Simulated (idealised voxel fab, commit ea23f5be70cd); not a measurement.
This section sets out a process module, namely voxel self aligned contacts.
Section shown: cut. Width: 205 nm. Cell size: 5 nm, square.
Cross-section layout: square cells on a grid; listed as bands, top to bottom; a band spans one or more cell rows.
Basically the band line says how high the top is and how high the bottom is, in nm, and then what's in it from left to right, every material with its width in nm. Empty space shows up as "air", and if a single material carries "throughout" it runs the full band edge to edge.
Heights are expressed relative to 0, this being the level below which the as-received wafer comprises one material exclusively. The lowest band is unbounded in the downward direction and is denoted as in "0..down".
Per-row width for "30..40": begins at first number (top row of band), ends at second number (bottom row), increment between rows held constant.
For the purposes of this document, the phrase "nothing was modified" attached to a step denotes that no cell within the cross-section was modified by that step.
The label "Voids, enclosed" introduces a list of the empty spaces, 8 cells or larger, that have no open way up to the top; each entry in it reads width x height at distance, where the distance is taken from the left edge and all three are stated in nm.
Note: text after step settings on the step line = simulator remark on that step.
overlay nm: for a step with a mask, the amount by which the mask lay right of where it was planned; a negative amount means left of it.

Below is the list of planned process steps:
step 1: RECEIVE,material Si
step 2: CONFORMAL_DEP,material SiO2,thk nm 5
step 3: DIRECTIONAL_DEP,material polySi,thk nm 20
step 4: DIRECTIONAL_DEP,material SiN,thk nm 20
step 5: MASKED_ETCH,tone cover,mask id GATE,width nm 25,pitch nm 50,etch materials SiN,depth nm 20,overlay nm 0
step 6: MASKED_ETCH,tone cover,mask id GATE,width nm 25,pitch nm 50,etch materials polySi,depth nm 20,overlay nm 0
step 7: CONFORMAL_DEP,material SiN,thk nm 5
step 8: DIRECTIONAL_ETCH,etch materials SiN,depth nm 5
step 9: FILL_DEP,material SiO2,thk nm 15
step 10: CMP,height nm 50
step 11: PATTERN,tone open,mask id CONTACT,material resist,width nm 35,pitch nm 50,thk nm 15,overlay nm 0
step 12: DIRECTIONAL_ETCH,etch materials SiO2,depth nm 50
step 13: STRIP,etch materials resist
step 14: CONFORMAL_DEP,material TiN,thk nm 5
step 15: FILL_DEP,material W,thk nm 10
step 16: CMP,height nm 50
step 17: CONFORMAL_DEP,material SiCN,thk nm 5

As-received wafer cross-section (after step 1):
0..down: Si throughout
Voids, enclosed: none

The first of two wafers, cross-sectioned at the end of the module, with the run proceeding as planned:
55..50: SiCN throughout
50..45: SiO2 (60), TiN (15), W (5), TiN (15), SiO2 (15), TiN (15), W (5), TiN (15), SiO2 (60)
45..25: SiO2 (35), SiN (35), TiN (5), W (5), TiN (5), SiN (35), TiN (5), W (5), TiN (5), SiN (35), SiO2 (35)
25..5: SiO2 (35), SiN (5), polySi (25), SiN (5), TiN (5), W (5), TiN (5), SiN (5), polySi (25), SiN (5), TiN (5), W (5), TiN (5), SiN (5), polySi (25), SiN (5), SiO2 (35)
5..0: SiO2 (70), TiN (15), SiO2 (35), TiN (15), SiO2 (70)
0..down: Si throughout
Voids, enclosed: none

What the second wafer looks like in cross-section once the module is done. Its start and its plan matched the first wafer's exactly; what differed was one mistake in how it was run:
55..50: SiCN throughout
50..40: SiO2 (60), TiN (5..10), W (25..15), TiN (5..10), SiO2 (15), TiN (5..10), W (25..15), TiN (5..10), SiO2 (60)
40..25: SiO2 (40), SiN (25), TiN (5), W (15), TiN (5), SiN (25), TiN (5), W (15), TiN (5), SiN (25), SiO2 (40)
25..5: SiO2 (40), polySi (25), TiN (5), W (15), TiN (5), polySi (25), TiN (5), W (15), TiN (5), polySi (25), SiO2 (40)
5..0: SiO2 (65), TiN (25), SiO2 (25), TiN (25), SiO2 (65)
0..down: Si throughout
Voids, enclosed: none
It is concluded that the wafer was processed incorrectly with respect to the plan, in that skipped: plan step 7 (never run)
Final difference in cells, second wafer against first, listed per material as more or fewer: SiN: 63 fewer; SiO2: 23 more; W: 40 more
